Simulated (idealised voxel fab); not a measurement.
Module name: voxel wiring stack (process module)
Cross-section cut spans 240 nm and uses square cells 5 nm in size.
Bands, listed from the top down, are how a cross-section gets written in this document; the cross-section itself is a grid of square cells, and a band is one or more rows of them. Heights first: top, then bottom, in nm. Then materials, left to right, each with a width in nm. "full width" on a single material: fills the band edge to edge. "empty": empty space. Note: height 0 marks the level under which the wafer is uniformly one material as received. Lowest band unbounded below, written "from 0 down". A width given as "30..40" starts at the first number in the band's top row and ends at the second number in its bottom row, shifting by an equal amount at every step from row to row. No cell of the cross-section changed in a step that is given as "no modifications". The label "Sealed void list" introduces a list of the empty spaces, 8 cells or larger, that have no open way up to the top; each entry in it reads width x height at distance, where the distance is taken from the left edge and all three are stated in nm. Where a step's line continues beyond its settings, the continuation is a remark by the simulator itself on that step. overlay nm: step with mask; distance mask lay right of planned place; negative value = left of planned place.
Planned step list for the process
1,RECEIVE with material Si
2,CONFORMAL_DEP with material SiO2, thk nm 15
3,DIRECTIONAL_DEP with material TiN, thk nm 5
4,DIRECTIONAL_DEP with material Ru, thk nm 25
5,PATTERN with tone cover, mask id METAL_1, material resist, width nm 25, pitch nm 45, thk nm 20, overlay nm 0
6,DIRECTIONAL_ETCH with etch materials Ru, depth nm 25
7,DIRECTIONAL_ETCH with etch materials TiN, depth nm 5
8,STRIP with etch materials resist
9,FILL_DEP with material lowk, thk nm 10
10,CMP with height nm 45
11,CONFORMAL_DEP with material SiCN, thk nm 5
12,DIRECTIONAL_DEP with material lowk, thk nm 25
13,DIRECTIONAL_DEP with material aC, thk nm 10
14,PATTERN with tone open, mask id METAL_2_HOLES, material resist, width nm 15, pitch nm 45, thk nm 25, overlay nm 0
15,DIRECTIONAL_ETCH with etch materials aC, depth nm 10
16,STRIP with etch materials resist
17,DIRECTIONAL_ETCH with etch materials lowk, depth nm 25
18,STRIP with etch materials aC
19,MASKED_ETCH with tone open, mask id METAL_2, width nm 25, pitch nm 45, etch materials lowk, depth nm 15, overlay nm 0
20,MASKED_ETCH with tone open, mask id METAL_2, width nm 25, pitch nm 45, etch materials SiCN, depth nm 5, overlay nm 0
21,CONFORMAL_DEP with material TiN, thk nm 5
22,FILL_DEP with material Cu, thk nm 10
23,CMP with height nm 75
24,CONFORMAL_DEP with material SiCN, thk nm 5
As received, after step 1
* from 0 down = Si full width
* Sealed void list: none
The first of the two wafers as seen in cross-section once the module was finished; processing followed the plan
* from 80 to 75 = SiCN full width
* from 75 to 65 = 40 lowk, then 5 TiN, then 15 Cu, then 5 TiN, then 20 lowk, then 5 TiN, then 15 Cu, then 5 TiN, then 20 lowk, then 5 TiN, then 15 Cu, then 5 TiN, then 20 lowk, then 5 TiN, then 15 Cu, then 5 TiN, then 40 lowk
* from 65 to 60 = 40 lowk, then 5 TiN, then 5 Cu, then 15 TiN, then 20 lowk, then 5 TiN, then 5 Cu, then 15 TiN, then 20 lowk, then 5 TiN, then 5 Cu, then 15 TiN, then 20 lowk, then 5 TiN, then 5 Cu, then 15 TiN, then 40 lowk
* from 60 to 50 = 40 lowk, then 5 TiN, then 5 Cu, then 5 TiN, then 30 lowk, then 5 TiN, then 5 Cu, then 5 TiN, then 30 lowk, then 5 TiN, then 5 Cu, then 5 TiN, then 30 lowk, then 5 TiN, then 5 Cu, then 5 TiN, then 50 lowk
* from 50 to 45 = 40 SiCN, then 15 TiN, then 30 SiCN, then 15 TiN, then 30 SiCN, then 15 TiN, then 30 SiCN, then 15 TiN, then 50 SiCN
* from 45 to 20 = 40 lowk, then 25 Ru, then 20 lowk, then 25 Ru, then 20 lowk, then 25 Ru, then 20 lowk, then 25 Ru, then 40 lowk
* from 20 to 15 = 40 lowk, then 25 TiN, then 20 lowk, then 25 TiN, then 20 lowk, then 25 TiN, then 20 lowk, then 25 TiN, then 40 lowk
* from 15 to 0 = SiO2 full width
* from 0 down = Si full width
* Sealed void list: none
Cross-sectional view: second of two wafers, end of module; start and plan identical to the first, one mistake in running
* from 80 to 75 = SiCN full width
* from 75 to 60 = 40 lowk, then 5 TiN, then 15 Cu, then 5 TiN, then 20 lowk, then 5 TiN, then 15 Cu, then 5 TiN, then 20 lowk, then 5 TiN, then 15 Cu, then 5 TiN, then 20 lowk, then 5 TiN, then 15 Cu, then 5 TiN, then 40 lowk
* from 60 to 50 = 40 lowk, then 5 TiN, then 5 Cu, then 15..5 TiN, then 20..30 lowk, then 5 TiN, then 5 Cu, then 15..5 TiN, then 20..30 lowk, then 5 TiN, then 5 Cu, then 15..5 TiN, then 20..30 lowk, then 5 TiN, then 5 Cu, then 15..5 TiN, then 40..50 lowk
* from 50 to 45 = 40 SiCN, then 15 TiN, then 30 SiCN, then 15 TiN, then 30 SiCN, then 15 TiN, then 30 SiCN, then 15 TiN, then 50 SiCN
* from 45 to 20 = 40 lowk, then 25 Ru, then 20 lowk, then 25 Ru, then 20 lowk, then 25 Ru, then 20 lowk, then 25 Ru, then 40 lowk
* from 20 to 15 = 40 lowk, then 25 TiN, then 20 lowk, then 25 TiN, then 20 lowk, then 25 TiN, then 20 lowk, then 25 TiN, then 40 lowk
* from 15 to 0 = SiO2 full width
* from 0 down = Si full width
* Sealed void list: none
What went wrong in running the wafer? step 19 ran as: MASKED_ETCH with tone open, mask id METAL_2, width nm 25, pitch nm 45, etch materials lowk, depth nm 20, overlay nm 0
End check, counted in cells, second wafer has more or fewer of these materials than the first: Cu: 8 more | lowk: 8 fewer
